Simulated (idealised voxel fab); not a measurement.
process module | voxel capacitor over wiring
cross-section cut | 240 nm wide | cells 5 nm
A cross-section is a grid of square cells, given in bands from the top down. A band is one or more rows of cells.
Each band's line starts with the height of the band's top and of its bottom, in nm. Then come its materials from left to right, each with its width in nm. One material with "throughout" fills the band from edge to edge. "air" is empty space.
Height 0 is the level under which the wafer as received is all one material. The lowest band goes on downwards, as in "0 down".
A width such as "30 to 40" changes by the same amount from each row of cells to the next, from the band's top row to its bottom row.
"no change" after a step means that no cell of the cross-section changed.
closed voids: empty space of 8 cells or more with no open way to the top, each as width x height at its distance from the left edge, in nm
after a step's settings: what the simulator itself notes on the step
overlay nm, on a step with a mask: how far to the right of its planned place the mask lay; to the left if negative
plan
1 op RECEIVE | material Si
2 op CONFORMAL_DEP | material SiO2 | thk nm 10
3 op CONFORMAL_DEP | material SiCN | thk nm 5
4 op DIRECTIONAL_DEP | material SiO2 | thk nm 15
5 op DIRECTIONAL_DEP | material aC | thk nm 10
6 op PATTERN | tone open | mask id METAL_1 | material resist | width nm 20 | pitch nm 80 | thk nm 30 | overlay nm 0
7 op DIRECTIONAL_ETCH | etch materials aC | depth nm 10
8 op STRIP | etch materials resist
9 op DIRECTIONAL_ETCH | etch materials SiO2 | depth nm 15
10 op DIRECTIONAL_ETCH | etch materials SiCN | depth nm 5
11 op STRIP | etch materials aC
12 op CONFORMAL_DEP | material TiN | thk nm 5
13 op FILL_DEP | material W | thk nm 10
14 op CMP | height nm 30
15 op EPI | material Ru | thk nm 5
16 op FILL_DEP | material SiCN | thk nm 5
17 op DIRECTIONAL_DEP | material lowk | thk nm 15
18 op MASKED_ETCH | tone open | mask id PLUG_1 | width nm 15 | etch materials lowk | depth nm 15 | overlay nm 0
19 op MASKED_ETCH | tone open | mask id PLUG_1 | width nm 15 | etch materials SiCN | depth nm 5 | overlay nm 0
20 op CONFORMAL_DEP | material TiN | thk nm 5
21 op FILL_DEP | material Ru | thk nm 5
22 op CMP | height nm 55
23 op DIRECTIONAL_DEP | material TiN | thk nm 5
24 op DIRECTIONAL_DEP | material SiN | thk nm 5
25 op DIRECTIONAL_DEP | material TiN | thk nm 5
26 op MASKED_ETCH | tone cover | mask id UPPER_PLATE | width nm 65 | etch materials TiN | depth nm 5 | overlay nm 0
27 op MASKED_ETCH | tone cover | mask id UPPER_PLATE | width nm 65 | etch materials SiN | depth nm 5 | overlay nm 0
28 op DIRECTIONAL_DEP | material aC | thk nm 15
29 op PATTERN | tone cover | mask id LOWER_PLATE | material resist | width nm 75 | thk nm 30 | overlay nm 0
30 op DIRECTIONAL_ETCH | etch materials aC | depth nm 15
31 op STRIP | etch materials resist
32 op DIRECTIONAL_ETCH | etch materials TiN | depth nm 5
33 op STRIP | etch materials aC
34 op FILL_DEP | material SiO2 | thk nm 20
35 op CMP | height nm 85
36 op PATTERN | tone open | mask id PLUG_2 | material resist | width nm 15 | thk nm 15 | overlay nm 0
37 op DIRECTIONAL_ETCH | etch materials SiO2 | depth nm 15
38 op STRIP | etch materials resist
39 op CONFORMAL_DEP | material TiN | thk nm 5
40 op FILL_DEP | material Cu | thk nm 10
41 op CMP | height nm 85
42 op CONFORMAL_DEP | material SiCN | thk nm 5
as received, after step 1
  0 down: Si throughout
  closed voids: none
first wafer at the end, as planned
  90 to 85: SiCN throughout
  85 to 75: SiO2 85 | TiN 5 | Cu 5 | TiN 5 | SiO2 140
  75 to 65: SiO2 85 to 75 | TiN 15 to 65 | SiO2 140 to 100
  65 to 60: SiO2 75 | SiN 65 | SiO2 100
  60 to 55: SiO2 70 | TiN 75 | SiO2 95
  55 to 40: lowk 75 | TiN 5 | Ru 5 | TiN 5 | lowk 150
  40 to 35: SiCN 75 | TiN 15 | SiCN 150
  35 to 30: SiCN 65 | Ru 30 | SiCN 50 | Ru 30 | SiCN 65
  30 to 15: SiO2 70 | TiN 5 | W 10 | TiN 5 | SiO2 60 | TiN 5 | W 10 | TiN 5 | SiO2 70
  15 to 10: SiCN 70 | TiN 20 | SiCN 60 | TiN 20 | SiCN 70
  10 to 0: SiO2 throughout
  0 down: Si throughout
  closed voids: none
second wafer at the end: like start, like plan, one mistake
  90 to 85: SiCN throughout
  85 to 75: SiO2 85 | TiN 5 | Cu 5 | TiN 5 | SiO2 140
  75 to 65: SiO2 85 to 75 | TiN 15 to 65 | SiO2 140 to 100
  65 to 60: SiO2 75 | SiN 65 | SiO2 100
  60 to 55: SiO2 70 | TiN 75 | SiO2 95
  55 to 40: lowk 75 | TiN 5 | Ru 5 | TiN 5 | lowk 150
  40 to 35: SiCN 75 | TiN 15 | SiCN 150
  35 to 30: SiCN 65 | Ru 30 | SiCN 50 | Ru 30 | SiCN 65
  30 to 25: SiO2 70 | TiN 5 | W 10 | TiN 5 | SiO2 60 | TiN 5 | W 10 | TiN 5 | SiO2 70
  25 to 20: SiCN 70 | TiN 20 | SiCN 60 | TiN 20 | SiCN 70
  20 to 10: SiCN throughout
  10 to 0: SiO2 throughout
  0 down: Si throughout
  closed voids: none
what went wrong: step 3 ran as: op CONFORMAL_DEP | material SiCN | thk nm 15
at the end the second wafer has, in cells: 96 more of SiCN | 80 fewer of SiO2 | 8 fewer of TiN | 8 fewer of W
